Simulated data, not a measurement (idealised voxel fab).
Proc. module: voxel transistor to metal
The cross-section on display is named cut; it measures 145 nm wide, and its cells are 5 nm squares.
Cross-section layout: square cells on a grid; listed as bands, top to bottom; a band spans one or more cell rows. Each band's line starts with the height of the band's top and of its bottom, in nm. Then come its materials from left to right, each with its width in nm. One material with "all across" fills the band from edge to edge. "blank" is empty space. Heights are reckoned from 0. Under this level, the received wafer is all of one material. The bottommost band is open-ended downward, for example "0 down". Think of "30..40" as a width that walks from the first number to the second as you go down the band, top row to bottom row, taking equal-sized steps from row to row. It should be understood that the words "remains unaltered", when stated for a given step, signify that the cross-section underwent no change in any of its cells during that step. Listed in "Sealed internal voids": every empty space of 8 or more cells without an open way to the top. Form: width x height at distance, the distance being from the left edge, all in nm. On each step's line, the part that comes after the settings is the simulator's own comment on the step. A step line may carry the setting "overlay nm", which, for steps involving a mask, states the distance by which the mask lay to the right of its intended position; negative values denote displacement to the left.
The process steps that were planned are listed below:
1 RECEIVE | material Si
2 CONFORMAL_DEP | material SiO2 | thk nm 5
3 CONFORMAL_DEP | material SiN | thk nm 15
4 DIRECTIONAL_DEP | material aC | thk nm 10
5 PATTERN | tone cover | mask id ACTIVE | material resist | width nm 100 | thk nm 25 | overlay nm 0
6 DIRECTIONAL_ETCH | etch materials aC | depth nm 10
7 STRIP | etch materials resist
8 DIRECTIONAL_ETCH | etch materials SiN | depth nm 15
9 DIRECTIONAL_ETCH | etch materials SiO2 | depth nm 5
10 DIRECTIONAL_ETCH | etch materials Si | depth nm 20
11 STRIP | etch materials aC
12 FILL_DEP | material SiO2 | thk nm 15
13 CMP | height nm 20
14 SELECTIVE_ETCH | etch materials SiO2 | depth nm 15
15 STRIP | etch materials SiN
16 SELECTIVE_ETCH | etch materials SiO2 | depth nm 5
17 OXIDIZE | depth nm 5
18 DIRECTIONAL_DEP | material polySi | thk nm 25
19 DIRECTIONAL_DEP | material SiCN | thk nm 10
20 MASKED_ETCH | tone cover | mask id GATE | width nm 20 | etch materials SiCN | depth nm 20 | overlay nm 0
21 MASKED_ETCH | tone cover | mask id GATE | width nm 20 | etch materials polySi | depth nm 35 | overlay nm 0
22 CONFORMAL_DEP | material SiO2 | thk nm 5
23 DIRECTIONAL_ETCH | etch materials SiO2 | depth nm 5
24 CONFORMAL_DEP | material SiN | thk nm 10
25 DIRECTIONAL_ETCH | etch materials SiN | depth nm 10
26 DIRECTIONAL_ETCH | etch materials SiO2 | depth nm 5
27 DIRECTIONAL_ETCH | etch materials Si | depth nm 5
28 EPI | material pSi | thk nm 10
29 FILL_DEP | material SiO2 | thk nm 10
30 CMP | height nm 35
31 DIRECTIONAL_DEP | material SiO2 | thk nm 15
32 MASKED_ETCH | tone open | mask id CONTACT | width nm 20 | pitch nm 70 | etch materials SiO2 | depth nm 50 | overlay nm 0
33 CONFORMAL_DEP | material TiN | thk nm 5
34 FILL_DEP | material W | thk nm 10
35 CMP | height nm 50
36 CONFORMAL_DEP | material SiN | thk nm 5
37 DIRECTIONAL_DEP | material lowk | thk nm 15
38 MASKED_ETCH | tone open | mask id METAL_1 | width nm 20 | pitch nm 70 | etch materials lowk | depth nm 15 | overlay nm 0
39 MASKED_ETCH | tone open | mask id METAL_1 | width nm 20 | pitch nm 70 | etch materials SiN | depth nm 5 | overlay nm 0
40 CONFORMAL_DEP | material TiN | thk nm 5
41 FILL_DEP | material Cu | thk nm 10
42 CMP | height nm 70
43 CONFORMAL_DEP | material SiCN | thk nm 5
44 DIRECTIONAL_DEP | material lowk | thk nm 30
45 DIRECTIONAL_DEP | material aC | thk nm 10
46 PATTERN | tone open | mask id METAL_2 | material resist | width nm 20 | pitch nm 70 | thk nm 30 | overlay nm 0
47 DIRECTIONAL_ETCH | etch materials aC | depth nm 10
48 STRIP | etch materials resist
49 DIRECTIONAL_ETCH | etch materials lowk | depth nm 15
50 STRIP | etch materials aC
51 DIRECTIONAL_DEP | material aC | thk nm 10
52 PATTERN | tone open | mask id METAL_2_HOLES | material resist | width nm 15 | pitch nm 70 | thk nm 30 | overlay nm 0
53 DIRECTIONAL_ETCH | etch materials aC | depth nm 10
54 STRIP | etch materials resist
55 DIRECTIONAL_ETCH | etch materials lowk | depth nm 15
56 DIRECTIONAL_ETCH | etch materials SiCN | depth nm 5
57 STRIP | etch materials aC
58 CONFORMAL_DEP | material TiN | thk nm 5
59 FILL_DEP | material Ru | thk nm 10
60 CMP | height nm 105
61 CONFORMAL_DEP | material SiCN | thk nm 5
Cross-section of the wafer as it came to us, i.e., already through step 1:
	0 down  Si all across
	Sealed internal voids: none
Run as planned - first of the two wafers cross-sectioned at the end of the module:
	110 to 105  SiCN all across
	105 to 95  25 nm lowk | 5 nm TiN | 10 nm Ru | 5 nm TiN | 50 nm lowk | 5 nm TiN | 10 nm Ru | 5 nm TiN | 30 nm lowk
	95 to 90  25 nm lowk | 5 nm TiN | 5 nm Ru | 10 nm TiN | 50 nm lowk | 5 nm TiN | 5 nm Ru | 10 nm TiN | 30 nm lowk
	90 to 75  25 nm lowk | 5 nm TiN | 5 nm Ru | 5 nm TiN | 55 nm lowk | 5 nm TiN | 5 nm Ru | 5 nm TiN | 35 nm lowk
	75 to 70  25 nm SiCN | 15 nm TiN | 55 nm SiCN | 15 nm TiN | 35 nm SiCN
	70 to 55  25 nm lowk | 5 nm TiN | 10 nm Cu | 5 nm TiN | 50 nm lowk | 5 nm TiN | 10 nm Cu | 5 nm TiN | 30 nm lowk
	55 to 50  25 nm SiN | 20 nm TiN | 50 nm SiN | 20 nm TiN | 30 nm SiN
	50 to 35  25 nm SiO2 | 5 nm TiN | 10 nm W | 5 nm TiN | 50 nm SiO2 | 5 nm TiN | 10 nm W | 5 nm TiN | 30 nm SiO2
	35 to 25  25 nm SiO2 | 5 nm TiN | 10 nm W | 5 nm TiN | 10 nm SiN | 5 nm SiO2 | 20 nm SiCN | 5 nm SiO2 | 10 nm SiN | 5 nm TiN | 10 nm W | 5 nm TiN | 30 nm SiO2
	25 to 10  25 nm SiO2 | 5 nm TiN | 10 nm W | 5 nm TiN | 10 nm SiN | 5 nm SiO2 | 20 nm polySi | 5 nm SiO2 | 10 nm SiN | 5 nm TiN | 10 nm W | 5 nm TiN | 30 nm SiO2
	10 to 5  25 nm SiO2 | 20 nm TiN | 10 nm SiN | 5 nm SiO2 | 20 nm polySi | 5 nm SiO2 | 10 nm SiN | 20 nm TiN | 30 nm SiO2
	5 to 0  25 nm SiO2 | 10 nm TiN | 10 nm pSi | 10 nm SiN | 5 nm SiO2 | 20 nm polySi | 5 nm SiO2 | 10 nm SiN | 10 nm pSi | 10 nm TiN | 30 nm SiO2
	0 to -5  15 nm SiO2 | 30 nm pSi | 50 nm SiO2 | 30 nm pSi | 20 nm SiO2
	-5 to -10  20 nm SiO2 | 25 nm pSi | 50 nm Si | 25 nm pSi | 25 nm SiO2
	-10 to -20  20 nm SiO2 | 100 nm Si | 25 nm SiO2
	-20 down  Si all across
	Sealed internal voids: none
Cross-sectional view of the second of two wafers upon completion of the module. This wafer shared its starting condition and process plan with the first; one error was made during its execution:
	110 to 105  SiCN all across
	105 to 90  25 nm lowk | 5 nm TiN | 5 nm Ru | 5 nm TiN | 55 nm lowk | 5 nm TiN | 5 nm Ru | 5 nm TiN | 35 nm lowk
	90 to 85  25 nm SiCN | 15 nm TiN | 55 nm SiCN | 15 nm TiN | 35 nm SiCN
	85 to 75  Cu all across
	75 to 70  30 nm TiN | 10 nm Cu | 60 nm TiN | 10 nm Cu | 35 nm TiN
	70 to 55  25 nm lowk | 5 nm TiN | 10 nm Cu | 5 nm TiN | 50 nm lowk | 5 nm TiN | 10 nm Cu | 5 nm TiN | 30 nm lowk
	55 to 50  25 nm SiN | 20 nm TiN | 50 nm SiN | 20 nm TiN | 30 nm SiN
	50 to 35  25 nm SiO2 | 5 nm TiN | 10 nm W | 5 nm TiN | 50 nm SiO2 | 5 nm TiN | 10 nm W | 5 nm TiN | 30 nm SiO2
	35 to 25  25 nm SiO2 | 5 nm TiN | 10 nm W | 5 nm TiN | 10 nm SiN | 5 nm SiO2 | 20 nm SiCN | 5 nm SiO2 | 10 nm SiN | 5 nm TiN | 10 nm W | 5 nm TiN | 30 nm SiO2
	25 to 10  25 nm SiO2 | 5 nm TiN | 10 nm W | 5 nm TiN | 10 nm SiN | 5 nm SiO2 | 20 nm polySi | 5 nm SiO2 | 10 nm SiN | 5 nm TiN | 10 nm W | 5 nm TiN | 30 nm SiO2
	10 to 5  25 nm SiO2 | 20 nm TiN | 10 nm SiN | 5 nm SiO2 | 20 nm polySi | 5 nm SiO2 | 10 nm SiN | 20 nm TiN | 30 nm SiO2
	5 to 0  25 nm SiO2 | 10 nm TiN | 10 nm pSi | 10 nm SiN | 5 nm SiO2 | 20 nm polySi | 5 nm SiO2 | 10 nm SiN | 10 nm pSi | 10 nm TiN | 30 nm SiO2
	0 to -5  15 nm SiO2 | 30 nm pSi | 50 nm SiO2 | 30 nm pSi | 20 nm SiO2
	-5 to -10  20 nm SiO2 | 25 nm pSi | 50 nm Si | 25 nm pSi | 25 nm SiO2
	-10 to -20  20 nm SiO2 | 100 nm Si | 25 nm SiO2
	-20 down  Si all across
	Sealed internal voids: none
Where did the run depart from the plan? step 42 in the plan did not get run; it was skipped
Count the cells at the end and the second wafer has more or fewer of some materials than the first: Cu +62; Ru -10; TiN +11; lowk -63
